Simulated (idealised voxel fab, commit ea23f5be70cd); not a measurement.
Proc. module: voxel ribs on slabs
The width of the displayed cross-section, cut, is 205 nm; its cells are square, with a size of 5 nm.
Cross-section, as written here: a square-cell grid given band by band from the top down, where a band holds one or more rows of cells. Top, bottom (nm), then materials left to right with widths (nm); lone material tagged "throughout" fills the whole band edge to edge; "empty" = empty space. Heights are reckoned from 0. Under this level, the received wafer is all of one material. The bottommost band is open-ended downward, for example "0 and below". A width such as "30 to 40" changes by the same amount from each row of cells to the next, from the band's top row to its bottom row. What does "no modifications" mean for a step? It means no cell of the cross-section changed in that step. If an empty space has no open way to the top and is at least 8 cells in size, "Closed void listing" lists it, written width x height at distance, where distance is measured from the left edge and every value is in nm. after a step's settings: what the simulator itself notes on the step. What "overlay nm" on a step's line means: if the step has a mask, that mask lay this far to the right of its planned place, or, when the value is negative, to the left. Below you will find pairs of cross-sections. In each, one shows the wafer before one process step and the other after it, with the after view ending at the lowest band that changed. Under each pair is the step separating them, along with its settings. Do not assume the pairs form a chain: they can come from different runs of this module on the same starting wafer, and a pair continues from the pair above it only when its "Snapshot before" entry says so.
-- Snapshot before
0 and below = Si throughout
Closed void listing: none
-- Cut View, Post-Step
30 down to 0 = SiO2 throughout
Nothing below the height 0 has changed.
Closed void listing: none
Step sandwiched between the two cross-sections above: DIRECTIONAL_DEP | material SiO2 | thk nm 30
Snapshot before: Please consult the pair immediately above; the cross-section it shows after its step is the state before this step.
-- Cut View, Post-Step
55 down to 30 = polySi throughout
Nothing below the height 30 has changed.
Closed void listing: none
Step sandwiched between the two cross-sections above: DIRECTIONAL_DEP | material polySi | thk nm 25
Snapshot before: Please consult the pair immediately above; the cross-section it shows after its step is the state before this step.
-- Cut View, Post-Step
55 down to 50 = empty (85), polySi (30), empty (90)
Nothing below the height 50 has changed.
Closed void listing: none
Step sandwiched between the two cross-sections above: MASKED_ETCH | tone cover | mask id RIB | width nm 30 | etch materials polySi | depth nm 5 | overlay nm 0
Snapshot before: Please consult the pair immediately above; the cross-section it shows after its step is the state before this step.
-- Cut View, Post-Step
70 down to 65 = empty (85), aC (30), empty (90)
65 down to 55 = aC throughout
55 down to 50 = aC (85), polySi (30), aC (90)
Nothing below the height 50 has changed.
Closed void listing: none
Step sandwiched between the two cross-sections above: DIRECTIONAL_DEP | material aC | thk nm 15
Snapshot before: Please consult the pair immediately above; the cross-section it shows after its step is the state before this step.
-- Cut View, Post-Step
105 down to 70 = empty (65), resist (70), empty (70)
70 down to 65 = empty (65), resist (20), aC (30), resist (20), empty (70)
Nothing below the height 65 has changed.
Closed void listing: none
Step sandwiched between the two cross-sections above: PATTERN | tone cover | mask id SLAB | material resist | width nm 70 | thk nm 35 | overlay nm 0
Snapshot before: Please consult the pair immediately above; the cross-section it shows after its step is the state before this step.
-- Cut View, Post-Step
90 down to 70 = empty (65), resist (70), empty (70)
70 down to 65 = empty (65), resist (20), aC (30), resist (20), empty (70)
65 down to 55 = empty (65), aC (70), empty (70)
55 down to 50 = empty (65), aC (20), polySi (30), aC (20), empty (70)
Nothing below the height 50 has changed.
Closed void listing: none
Step sandwiched between the two cross-sections above: DIRECTIONAL_ETCH | etch materials aC | depth nm 15
Snapshot before: Please consult the pair immediately above; the cross-section it shows after its step is the state before this step.
-- Cut View, Post-Step
70 down to 65 = empty (85), aC (30), empty (90)
Nothing below the height 65 has changed.
Closed void listing: none
Step sandwiched between the two cross-sections above: STRIP | etch materials resist
Snapshot before: Please consult the pair immediately above; the cross-section it shows after its step is the state before this step.
-- Cut View, Post-Step
70 down to 65 = empty (85), aC (30), empty (90)
65 down to 55 = empty (65), aC (70), empty (70)
55 down to 50 = empty (65), aC (20), polySi (30), aC (20), empty (70)
50 down to 30 = empty (65), polySi (70), empty (70)
Nothing below the height 30 has changed.
Closed void listing: none
Step sandwiched between the two cross-sections above: DIRECTIONAL_ETCH | etch materials polySi | depth nm 20
Snapshot before: Please consult the pair immediately above; the cross-section it shows after its step is the state before this step.
-- Cut View, Post-Step
55 down to 50 = empty (85), polySi (30), empty (90)
Nothing below the height 50 has changed.
Closed void listing: none
Step sandwiched between the two cross-sections above: STRIP | etch materials aC
Snapshot before: Please consult the pair immediately above; the cross-section it shows after its step is the state before this step.
-- Cut View, Post-Step
80 down to 55 = SiO2 throughout
55 down to 50 = SiO2 (85), polySi (30), SiO2 (90)
50 down to 30 = SiO2 (65), polySi (70), SiO2 (70)
Nothing below the height 30 has changed.
Closed void listing: none
Step sandwiched between the two cross-sections above: FILL_DEP | material SiO2 | thk nm 25
Snapshot before: Please consult the pair immediately above; the cross-section it shows after its step is the state before this step.
-- Cut View, Post-Step
70 down to 55 = SiO2 throughout
Nothing below the height 55 has changed.
Closed void listing: none
Step sandwiched between the two cross-sections above: CMP | height nm 70
Snapshot before: Please consult the pair immediately above; the cross-section it shows after its step is the state before this step.
-- Cut View, Post-Step
80 down to 70 = W throughout
Nothing below the height 70 has changed.
Closed void listing: none
Step sandwiched between the two cross-sections above: DIRECTIONAL_DEP | material W | thk nm 10
Snapshot before: Please consult the pair immediately above; the cross-section it shows after its step is the state before this step.
-- Cut View, Post-Step
80 down to 70 = empty (80), W (40), empty (85)
Nothing below the height 70 has changed.
Closed void listing: none
Step sandwiched between the two cross-sections above: MASKED_ETCH | tone cover | mask id HEATER | width nm 40 | etch materials W | depth nm 10 | overlay nm 0
Snapshot before: Please consult the pair immediately above; the cross-section it shows after its step is the state before this step.
-- Cut View, Post-Step
85 down to 80 = empty (75), SiN (50), empty (80)
80 down to 75 = empty (75), SiN (5), W (40), SiN (5), empty (80)
75 down to 70 = SiN (80), W (40), SiN (85)
Nothing below the height 70 has changed.
Closed void listing: none
Step sandwiched between the two cross-sections above: CONFORMAL_DEP | material SiN | thk nm 5
-- Snapshot before
55 down to 30 = polySi throughout
30 down to 0 = SiO2 throughout
0 and below = Si throughout
Closed void listing: none
-- Cut View, Post-Step
80 down to 30 = polySi throughout
Nothing below the height 30 has changed.
Closed void listing: none
Step sandwiched between the two cross-sections above: DIRECTIONAL_DEP | material polySi | thk nm 25
Snapshot before: Please consult the pair immediately above; the cross-section it shows after its step is the state before this step.
-- Cut View, Post-Step
80 down to 75 = empty (85), polySi (30), empty (90)
Nothing below the height 75 has changed.
Closed void listing: none
Step sandwiched between the two cross-sections above: MASKED_ETCH | tone cover | mask id RIB | width nm 30 | etch materials polySi | depth nm 5 | overlay nm 0
Snapshot before: Please consult the pair immediately above; the cross-section it shows after its step is the state before this step.
-- Cut View, Post-Step
95 down to 90 = empty (85), aC (30), empty (90)
90 down to 80 = aC throughout
80 down to 75 = aC (85), polySi (30), aC (90)
Nothing below the height 75 has changed.
Closed void listing: none
Step sandwiched between the two cross-sections above: DIRECTIONAL_DEP | material aC | thk nm 15
Snapshot before: Please consult the pair immediately above; the cross-section it shows after its step is the state before this step.
-- Cut View, Post-Step
130 down to 95 = empty (65), resist (70), empty (70)
95 down to 90 = empty (65), resist (20), aC (30), resist (20), empty (70)
Nothing below the height 90 has changed.
Closed void listing: none
Step sandwiched between the two cross-sections above: PATTERN | tone cover | mask id SLAB | material resist | width nm 70 | thk nm 35 | overlay nm 0
Snapshot before: Please consult the pair immediately above; the cross-section it shows after its step is the state before this step.
-- Cut View, Post-Step
115 down to 95 = empty (65), resist (70), empty (70)
95 down to 90 = empty (65), resist (20), aC (30), resist (20), empty (70)
90 down to 80 = empty (65), aC (70), empty (70)
80 down to 75 = empty (65), aC (20), polySi (30), aC (20), empty (70)
Nothing below the height 75 has changed.
Closed void listing: none
Step sandwiched between the two cross-sections above: DIRECTIONAL_ETCH | etch materials aC | depth nm 15
Snapshot before: Please consult the pair immediately above; the cross-section it shows after its step is the state before this step.
-- Cut View, Post-Step
95 down to 90 = empty (85), aC (30), empty (90)
Nothing below the height 90 has changed.
Closed void listing: none
Step sandwiched between the two cross-sections above: STRIP | etch materials resist
Snapshot before: Please consult the pair immediately above; the cross-section it shows after its step is the state before this step.
-- Cut View, Post-Step
95 down to 90 = empty (85), aC (30), empty (90)
90 down to 80 = empty (65), aC (70), empty (70)
80 down to 75 = empty (65), aC (20), polySi (30), aC (20), empty (70)
75 down to 55 = empty (65), polySi (70), empty (70)
Nothing below the height 55 has changed.
Closed void listing: none
Step sandwiched between the two cross-sections above: DIRECTIONAL_ETCH | etch materials polySi | depth nm 20
Snapshot before: Please consult the pair immediately above; the cross-section it shows after its step is the state before this step.
-- Cut View, Post-Step
80 down to 75 = empty (85), polySi (30), empty (90)
Nothing below the height 75 has changed.
Closed void listing: none
Step sandwiched between the two cross-sections above: STRIP | etch materials aC
Snapshot before: Please consult the pair immediately above; the cross-section it shows after its step is the state before this step.
-- Cut View, Post-Step
105 down to 80 = SiO2 throughout
80 down to 75 = SiO2 (85), polySi (30), SiO2 (90)
75 down to 55 = SiO2 (65), polySi (70), SiO2 (70)
Nothing below the height 55 has changed.
Closed void listing: none
Step sandwiched between the two cross-sections above: FILL_DEP | material SiO2 | thk nm 25
Snapshot before: Please consult the pair immediately above; the cross-section it shows after its step is the state before this step.
-- Cut View, Post-Step
70 down to 55 = SiO2 (65), polySi (70), SiO2 (70)
Nothing below the height 55 has changed.
Closed void listing: none
Step sandwiched between the two cross-sections above: CMP | height nm 70
Snapshot before: Please consult the pair immediately above; the cross-section it shows after its step is the state before this step.
-- Cut View, Post-Step
80 down to 70 = W throughout
Nothing below the height 70 has changed.
Closed void listing: none
Step sandwiched between the two cross-sections above: DIRECTIONAL_DEP | material W | thk nm 10
Snapshot before: Please consult the pair immediately above; the cross-section it shows after its step is the state before this step.
-- Cut View, Post-Step
80 down to 70 = empty (80), W (40), empty (85)
Nothing below the height 70 has changed.
Closed void listing: none
Step sandwiched between the two cross-sections above: MASKED_ETCH | tone cover | mask id HEATER | width nm 40 | etch materials W | depth nm 10 | overlay nm 0
Snapshot before: Please consult the pair immediately above; the cross-section it shows after its step is the state before this step.
-- Cut View, Post-Step
85 down to 80 = empty (75), SiN (50), empty (80)
80 down to 75 = empty (75), SiN (5), W (40), SiN (5), empty (80)
75 down to 70 = SiN (80), W (40), SiN (85)
Nothing below the height 70 has changed.
Closed void listing: none
Step sandwiched between the two cross-sections above: CONFORMAL_DEP | material SiN | thk nm 5
-- Snapshot before
0 and below = Si throughout
Closed void listing: none
-- Cut View, Post-Step
25 down to 0 = polySi throughout
Nothing below the height 0 has changed.
Closed void listing: none
Step sandwiched between the two cross-sections above: DIRECTIONAL_DEP | material polySi | thk nm 25
Snapshot before: Please consult the pair immediately above; the cross-section it shows after its step is the state before this step.
-- Cut View, Post-Step
55 down to 25 = SiO2 throughout
Nothing below the height 25 has changed.
Closed void listing: none
Step sandwiched between the two cross-sections above: DIRECTIONAL_DEP | material SiO2 | thk nm 30
Snapshot before: Please consult the pair immediately above; the cross-section it shows after its step is the state before this step.
-- Cut View, Post-Step
70 down to 55 = aC throughout
Nothing below the height 55 has changed.
Closed void listing: none
Step sandwiched between the two cross-sections above: DIRECTIONAL_DEP | material aC | thk nm 15
Snapshot before: Please consult the pair immediately above; the cross-section it shows after its step is the state before this step.
-- Cut View, Post-Step
105 down to 70 = empty (65), resist (70), empty (70)
Nothing below the height 70 has changed.
Closed void listing: none
Step sandwiched between the two cross-sections above: PATTERN | tone cover | mask id SLAB | material resist | width nm 70 | thk nm 35 | overlay nm 0
Snapshot before: Please consult the pair immediately above; the cross-section it shows after its step is the state before this step.
-- Cut View, Post-Step
90 down to 70 = empty (65), resist (70), empty (70)
70 down to 55 = empty (65), aC (70), empty (70)
Nothing below the height 55 has changed.
Closed void listing: none
Step sandwiched between the two cross-sections above: DIRECTIONAL_ETCH | etch materials aC | depth nm 15
Snapshot before: Please consult the pair immediately above; the cross-section it shows after its step is the state before this step.
-- Cut View, Post-Step
70 down to 55 = empty (65), aC (70), empty (70)
Nothing below the height 55 has changed.
Closed void listing: none
Step sandwiched between the two cross-sections above: STRIP | etch materials resist
Snapshot before: Please consult the pair immediately above; the cross-section it shows after its step is the state before this step.
-- Cut View, Post-Step
55 down to 25 = SiO2 throughout
Nothing below the height 25 has changed.
Closed void listing: none
Step sandwiched between the two cross-sections above: STRIP | etch materials aC
Snapshot before: Please consult the pair immediately above; the cross-section it shows after its step is the state before this step.
-- Cut View, Post-Step
80 down to 25 = SiO2 throughout
Nothing below the height 25 has changed.
Closed void listing: none
Step sandwiched between the two cross-sections above: FILL_DEP | material SiO2 | thk nm 25
Snapshot before: Please consult the pair immediately above; the cross-section it shows after its step is the state before this step.
-- Cut View, Post-Step
70 down to 25 = SiO2 throughout
Nothing below the height 25 has changed.
Closed void listing: none
Step sandwiched between the two cross-sections above: CMP | height nm 70
Snapshot before: Please consult the pair immediately above; the cross-section it shows after its step is the state before this step.
-- Cut View, Post-Step
80 down to 70 = W throughout
Nothing below the height 70 has changed.
Closed void listing: none
Step sandwiched between the two cross-sections above: DIRECTIONAL_DEP | material W | thk nm 10
Snapshot before: Please consult the pair immediately above; the cross-section it shows after its step is the state before this step.
-- Cut View, Post-Step
80 down to 70 = empty (80), W (40), empty (85)
Nothing below the height 70 has changed.
Closed void listing: none
Step sandwiched between the two cross-sections above: MASKED_ETCH | tone cover | mask id HEATER | width nm 40 | etch materials W | depth nm 10 | overlay nm 0
Snapshot before: Please consult the pair immediately above; the cross-section it shows after its step is the state before this step.
-- Cut View, Post-Step
85 down to 80 = empty (75), SiN (50), empty (80)
80 down to 75 = empty (75), SiN (5), W (40), SiN (5), empty (80)
75 down to 70 = SiN (80), W (40), SiN (85)
Nothing below the height 70 has changed.
Closed void listing: none
Step sandwiched between the two cross-sections above: CONFORMAL_DEP | material SiN | thk nm 5
-- Snapshot before
70 down to 55 = SiO2 throughout
55 down to 50 = SiO2 (85), polySi (30), SiO2 (90)
50 down to 30 = SiO2 (65), polySi (70), SiO2 (70)
30 down to 0 = SiO2 throughout
0 and below = Si throughout
Closed void listing: none
-- Cut View, Post-Step
85 down to 70 = W throughout
Nothing below the height 70 has changed.
Closed void listing: none
Step sandwiched between the two cross-sections above: DIRECTIONAL_DEP | material W | thk nm 15
Snapshot before: Please consult the pair immediately above; the cross-section it shows after its step is the state before this step.
-- Cut View, Post-Step
85 down to 75 = empty (80), W (40), empty (85)
Nothing below the height 75 has changed.
Closed void listing: none
Step sandwiched between the two cross-sections above: MASKED_ETCH | tone cover | mask id HEATER | width nm 40 | etch materials W | depth nm 10 | overlay nm 0
Snapshot before: Please consult the pair immediately above; the cross-section it shows after its step is the state before this step.
-- Cut View, Post-Step
90 down to 85 = empty (75), SiN (50), empty (80)
85 down to 80 = empty (75), SiN (5), W (40), SiN (5), empty (80)
80 down to 75 = SiN (80), W (40), SiN (85)
Nothing below the height 75 has changed.
Closed void listing: none
Step sandwiched between the two cross-sections above: CONFORMAL_DEP | material SiN | thk nm 5
-- Snapshot before
70 down to 65 = empty (85), aC (30), empty (90)
65 down to 55 = aC throughout
55 down to 50 = aC (85), polySi (30), aC (90)
50 down to 30 = polySi throughout
30 down to 0 = SiO2 throughout
0 and below = Si throughout
Closed void listing: none
-- Cut View, Post-Step
105 down to 70 = empty (60), resist (80), empty (65)
70 down to 65 = empty (60), resist (25), aC (30), resist (25), empty (65)
Nothing below the height 65 has changed.
Closed void listing: none
Step sandwiched between the two cross-sections above: PATTERN | tone cover | mask id SLAB | material resist | width nm 80 | thk nm 35 | overlay nm 0
Snapshot before: Please consult the pair immediately above; the cross-section it shows after its step is the state before this step.
-- Cut View, Post-Step
90 down to 70 = empty (60), resist (80), empty (65)
70 down to 65 = empty (60), resist (25), aC (30), resist (25), empty (65)
65 down to 55 = empty (60), aC (80), empty (65)
55 down to 50 = empty (60), aC (25), polySi (30), aC (25), empty (65)
Nothing below the height 50 has changed.
Closed void listing: none
Step sandwiched between the two cross-sections above: DIRECTIONAL_ETCH | etch materials aC | depth nm 15
Snapshot before: Please consult the pair immediately above; the cross-section it shows after its step is the state before this step.
-- Cut View, Post-Step
70 down to 65 = empty (85), aC (30), empty (90)
Nothing below the height 65 has changed.
Closed void listing: none
Step sandwiched between the two cross-sections above: STRIP | etch materials resist
Snapshot before: Please consult the pair immediately above; the cross-section it shows after its step is the state before this step.
-- Cut View, Post-Step
70 down to 65 = empty (85), aC (30), empty (90)
65 down to 55 = empty (60), aC (80), empty (65)
55 down to 50 = empty (60), aC (25), polySi (30), aC (25), empty (65)
50 down to 30 = empty (60), polySi (80), empty (65)
Nothing below the height 30 has changed.
Closed void listing: none
Step sandwiched between the two cross-sections above: DIRECTIONAL_ETCH | etch materials polySi | depth nm 20
Snapshot before: Please consult the pair immediately above; the cross-section it shows after its step is the state before this step.
-- Cut View, Post-Step
55 down to 50 = empty (85), polySi (30), empty (90)
Nothing below the height 50 has changed.
Closed void listing: none
Step sandwiched between the two cross-sections above: STRIP | etch materials aC
Snapshot before: Please consult the pair immediately above; the cross-section it shows after its step is the state before this step.
-- Cut View, Post-Step
80 down to 55 = SiO2 throughout
55 down to 50 = SiO2 (85), polySi (30), SiO2 (90)
50 down to 30 = SiO2 (60), polySi (80), SiO2 (65)
Nothing below the height 30 has changed.
Closed void listing: none
Step sandwiched between the two cross-sections above: FILL_DEP | material SiO2 | thk nm 25
Snapshot before: Please consult the pair immediately above; the cross-section it shows after its step is the state before this step.
-- Cut View, Post-Step
70 down to 55 = SiO2 throughout
Nothing below the height 55 has changed.
Closed void listing: none
Step sandwiched between the two cross-sections above: CMP | height nm 70
Snapshot before: Please consult the pair immediately above; the cross-section it shows after its step is the state before this step.
-- Cut View, Post-Step
80 down to 70 = W throughout
Nothing below the height 70 has changed.
Closed void listing: none
Step sandwiched between the two cross-sections above: DIRECTIONAL_DEP | material W | thk nm 10
Snapshot before: Please consult the pair immediately above; the cross-section it shows after its step is the state before this step.
-- Cut View, Post-Step
80 down to 70 = empty (80), W (40), empty (85)
Nothing below the height 70 has changed.
Closed void listing: none
Step sandwiched between the two cross-sections above: MASKED_ETCH | tone cover | mask id HEATER | width nm 40 | etch materials W | depth nm 10 | overlay nm 0
Snapshot before: Please consult the pair immediately above; the cross-section it shows after its step is the state before this step.
-- Cut View, Post-Step
85 down to 80 = empty (75), SiN (50), empty (80)
80 down to 75 = empty (75), SiN (5), W (40), SiN (5), empty (80)
75 down to 70 = SiN (80), W (40), SiN (85)
Nothing below the height 70 has changed.
Closed void listing: none
Step sandwiched between the two cross-sections above: CONFORMAL_DEP | material SiN | thk nm 5
-- Snapshot before
80 down to 70 = W throughout
70 down to 55 = SiO2 throughout
55 down to 50 = SiO2 (85), polySi (30), SiO2 (90)
50 down to 30 = SiO2 (65), polySi (70), SiO2 (70)
30 down to 0 = SiO2 throughout
0 and below = Si throughout
Closed void listing: none
-- Cut View, Post-Step
80 down to 70 = empty (85), W (40), empty (80)
Nothing below the height 70 has changed.
Closed void listing: none
Step sandwiched between the two cross-sections above: MASKED_ETCH | tone cover | mask id HEATER | width nm 40 | etch materials W | depth nm 10 | overlay nm 5
Snapshot before: Please consult the pair immediately above; the cross-section it shows after its step is the state before this step.
-- Cut View, Post-Step
85 down to 80 = empty (80), SiN (50), empty (75)
80 down to 75 = empty (80), SiN (5), W (40), SiN (5), empty (75)
75 down to 70 = SiN (85), W (40), SiN (80)
Nothing below the height 70 has changed.
Closed void listing: none
Step sandwiched between the two cross-sections above: CONFORMAL_DEP | material SiN | thk nm 5
-- Snapshot before
80 down to 70 = empty (80), W (40), empty (85)
70 down to 55 = SiO2 throughout
55 down to 50 = SiO2 (85), polySi (30), SiO2 (90)
50 down to 30 = SiO2 (65), polySi (70), SiO2 (70)
30 down to 0 = SiO2 throughout
0 and below = Si throughout
Closed void listing: none
-- Cut View, Post-Step
85 down to 75 = empty (75), W (50), empty (80)
75 down to 70 = W throughout
Nothing below the height 70 has changed.
Closed void listing: none
Step sandwiched between the two cross-sections above: CONFORMAL_DEP | material W | thk nm 5
-- Snapshot before
55 down to 30 = polySi throughout
30 down to 0 = SiO2 throughout
0 and below = Si throughout
Closed void listing: none
-- Cut View, Post-Step
55 down to 50 = polySi (85), empty (30), polySi (90)
Nothing below the height 50 has changed.
Closed void listing: none
Step sandwiched between the two cross-sections above: MASKED_ETCH | tone open | mask id RIB | width nm 30 | etch materials polySi | depth nm 5 | overlay nm 0
Snapshot before: Please consult the pair immediately above; the cross-section it shows after its step is the state before this step.
-- Cut View, Post-Step
70 down to 65 = aC (85), empty (30), aC (90)
65 down to 55 = aC throughout
55 down to 50 = polySi (85), aC (30), polySi (90)
Nothing below the height 50 has changed.
Closed void listing: none
Step sandwiched between the two cross-sections above: DIRECTIONAL_DEP | material aC | thk nm 15
Snapshot before: Please consult the pair immediately above; the cross-section it shows after its step is the state before this step.
-- Cut View, Post-Step
105 down to 70 = empty (65), resist (70), empty (70)
70 down to 65 = aC (85), resist (30), aC (90)
Nothing below the height 65 has changed.
Closed void listing: none
Step sandwiched between the two cross-sections above: PATTERN | tone cover | mask id SLAB | material resist | width nm 70 | thk nm 35 | overlay nm 0
Snapshot before: Please consult the pair immediately above; the cross-section it shows after its step is the state before this step.
-- Cut View, Post-Step
90 down to 70 = empty (65), resist (70), empty (70)
70 down to 65 = empty (65), aC (20), resist (30), aC (20), empty (70)
65 down to 55 = empty (65), aC (70), empty (70)
Nothing below the height 55 has changed.
Closed void listing: none
Step sandwiched between the two cross-sections above: DIRECTIONAL_ETCH | etch materials aC | depth nm 15
Snapshot before: Please consult the pair immediately above; the cross-section it shows after its step is the state before this step.
-- Cut View, Post-Step
70 down to 65 = empty (65), aC (20), empty (30), aC (20), empty (70)
Nothing below the height 65 has changed.
Closed void listing: none
Step sandwiched between the two cross-sections above: STRIP | etch materials resist
Snapshot before: Please consult the pair immediately above; the cross-section it shows after its step is the state before this step.
-- Cut View, Post-Step
70 down to 65 = empty (65), aC (20), empty (30), aC (20), empty (70)
65 down to 55 = empty (65), aC (70), empty (70)
55 down to 50 = empty (65), polySi (20), aC (30), polySi (20), empty (70)
50 down to 35 = empty (65), polySi (70), empty (70)
Nothing below the height 35 has changed.
Closed void listing: none
Step sandwiched between the two cross-sections above: DIRECTIONAL_ETCH | etch materials polySi | depth nm 20
Snapshot before: Please consult the pair immediately above; the cross-section it shows after its step is the state before this step.
-- Cut View, Post-Step
55 down to 50 = empty (65), polySi (20), empty (30), polySi (20), empty (70)
Nothing below the height 50 has changed.
Closed void listing: none
Step sandwiched between the two cross-sections above: STRIP | etch materials aC
Snapshot before: Please consult the pair immediately above; the cross-section it shows after its step is the state before this step.
-- Cut View, Post-Step
80 down to 55 = SiO2 throughout
55 down to 50 = SiO2 (65), polySi (20), SiO2 (30), polySi (20), SiO2 (70)
50 down to 35 = SiO2 (65), polySi (70), SiO2 (70)
Nothing below the height 35 has changed.
Closed void listing: none
Step sandwiched between the two cross-sections above: FILL_DEP | material SiO2 | thk nm 25
Snapshot before: Please consult the pair immediately above; the cross-section it shows after its step is the state before this step.
-- Cut View, Post-Step
70 down to 55 = SiO2 throughout
Nothing below the height 55 has changed.
Closed void listing: none
Step sandwiched between the two cross-sections above: CMP | height nm 70
Snapshot before: Please consult the pair immediately above; the cross-section it shows after its step is the state before this step.
-- Cut View, Post-Step
80 down to 70 = W throughout
Nothing below the height 70 has changed.
Closed void listing: none
Step sandwiched between the two cross-sections above: DIRECTIONAL_DEP | material W | thk nm 10
Snapshot before: Please consult the pair immediately above; the cross-section it shows after its step is the state before this step.
-- Cut View, Post-Step
80 down to 70 = empty (80), W (40), empty (85)
Nothing below the height 70 has changed.
Closed void listing: none
Step sandwiched between the two cross-sections above: MASKED_ETCH | tone cover | mask id HEATER | width nm 40 | etch materials W | depth nm 10 | overlay nm 0
Snapshot before: Please consult the pair immediately above; the cross-section it shows after its step is the state before this step.
-- Cut View, Post-Step
85 down to 80 = empty (75), SiN (50), empty (80)
80 down to 75 = empty (75), SiN (5), W (40), SiN (5), empty (80)
75 down to 70 = SiN (80), W (40), SiN (85)
Nothing below the height 70 has changed.
Closed void listing: none
Step sandwiched between the two cross-sections above: CONFORMAL_DEP | material SiN | thk nm 5
